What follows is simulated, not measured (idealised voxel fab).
process module | voxel fin reveal
cross-section cut | 280 nm wide | cells 5 nm
A cross-section is a grid of square cells, given in bands from the top down. A band is one or more rows of cells.
Each band's line starts with the height of the band's top and of its bottom, in nm. Then come its materials from left to right, each with its width in nm. One material with "throughout" fills the band from edge to edge. "air" is empty space.
Height 0 is the level under which the wafer as received is all one material. The lowest band goes on downwards, as in "0 down".
A width such as "30 to 40" changes by the same amount from each row of cells to the next, from the band's top row to its bottom row.
"no change" after a step means that no cell of the cross-section changed.
closed voids: empty space of 8 cells or more with no open way to the top, each as width x height at its distance from the left edge, in nm
after a step's settings: what the simulator itself notes on the step
overlay nm, on a step with a mask: how far to the right of its planned place the mask lay; to the left if negative
plan
1 op RECEIVE | material Si
2 op CONFORMAL_DEP | material SiN | thk nm 5
3 op MASKED_ETCH | tone cover | mask id FINS | width nm 15 | pitch nm 40 | etch materials SiN | depth nm 5 | overlay nm 0
4 op MASKED_ETCH | tone cover | mask id FINS | width nm 15 | pitch nm 40 | etch materials Si | depth nm 35 | overlay nm 0
5 op OXIDIZE | depth nm 5
6 op FILL_DEP | material SiO2 | thk nm 15
7 op CMP | height nm 5
8 op SELECTIVE_ETCH | etch materials SiO2 | depth nm 30
9 op STRIP | etch materials SiN
first wafer, as planned
as received, after step 1
  0 down: Si throughout
  closed voids: none
after step 2
  5 to 0: SiN throughout
  below 0: unchanged
after step 3
  5 to 0: air 90 | SiN 15 | air 25 | SiN 15 | air 25 | SiN 15 | air 95
  below 0: unchanged
after step 4
  5 to 0: air 90 | SiN 15 | air 25 | SiN 15 | air 25 | SiN 15 | air 95
  0 to -35: air 90 | Si 15 | air 25 | Si 15 | air 25 | Si 15 | air 95
  below -35: unchanged
after step 5
  5 to 0: air 90 | SiN 15 | air 25 | SiN 15 | air 25 | SiN 15 | air 95
  0 to -35: air 90 | SiO2 5 | Si 5 | SiO2 5 | air 25 | SiO2 5 | Si 5 | SiO2 5 | air 25 | SiO2 5 | Si 5 | SiO2 5 | air 95
  -35 to -40: SiO2 95 | Si 5 | SiO2 35 | Si 5 | SiO2 35 | Si 5 | SiO2 100
  below -40: unchanged
after step 6
  20 to 5: SiO2 throughout
  5 to 0: SiO2 90 | SiN 15 | SiO2 25 | SiN 15 | SiO2 25 | SiN 15 | SiO2 95
  0 to -40: SiO2 95 | Si 5 | SiO2 35 | Si 5 | SiO2 35 | Si 5 | SiO2 100
  below -40: unchanged
after step 7
  5 to 0: SiO2 90 | SiN 15 | SiO2 25 | SiN 15 | SiO2 25 | SiN 15 | SiO2 95
  below 0: unchanged
after step 8
  5 to 0: air 90 | SiN 15 | air 25 | SiN 15 | air 25 | SiN 15 | air 95
  0 to -25: air 95 | Si 5 | air 35 | Si 5 | air 35 | Si 5 | air 100
  below -25: unchanged
after step 9
  0 to -25: air 95 | Si 5 | air 35 | Si 5 | air 35 | Si 5 | air 100
  below -25: unchanged
second wafer: like start, like plan, one mistake. Through step 1 it matches the first wafer
when step 2 should have ended: no change
when step 3 should have ended: no change
when step 4 should have ended
  0 to -35: air 90 | Si 15 | air 25 | Si 15 | air 25 | Si 15 | air 95
  below -35: unchanged
when step 5 should have ended
  0 to -5: air 90 | SiO2 15 | air 25 | SiO2 15 | air 25 | SiO2 15 | air 95
  -5 to -35: air 90 | SiO2 5 | Si 5 | SiO2 5 | air 25 | SiO2 5 | Si 5 | SiO2 5 | air 25 | SiO2 5 | Si 5 | SiO2 5 | air 95
  -35 to -40: SiO2 95 | Si 5 | SiO2 35 | Si 5 | SiO2 35 | Si 5 | SiO2 100
  below -40: unchanged
when step 6 should have ended
  15 to -5: SiO2 throughout
  -5 to -40: SiO2 95 | Si 5 | SiO2 35 | Si 5 | SiO2 35 | Si 5 | SiO2 100
  below -40: unchanged
when step 7 should have ended
  5 to -5: SiO2 throughout
  below -5: unchanged
when step 8 should have ended
  -5 to -25: air 95 | Si 5 | air 35 | Si 5 | air 35 | Si 5 | air 100
  below -25: unchanged
when step 9 should have ended: no change
what went wrong: step 2 was left out
at the end the second wafer has, in cells: 3 fewer of Si
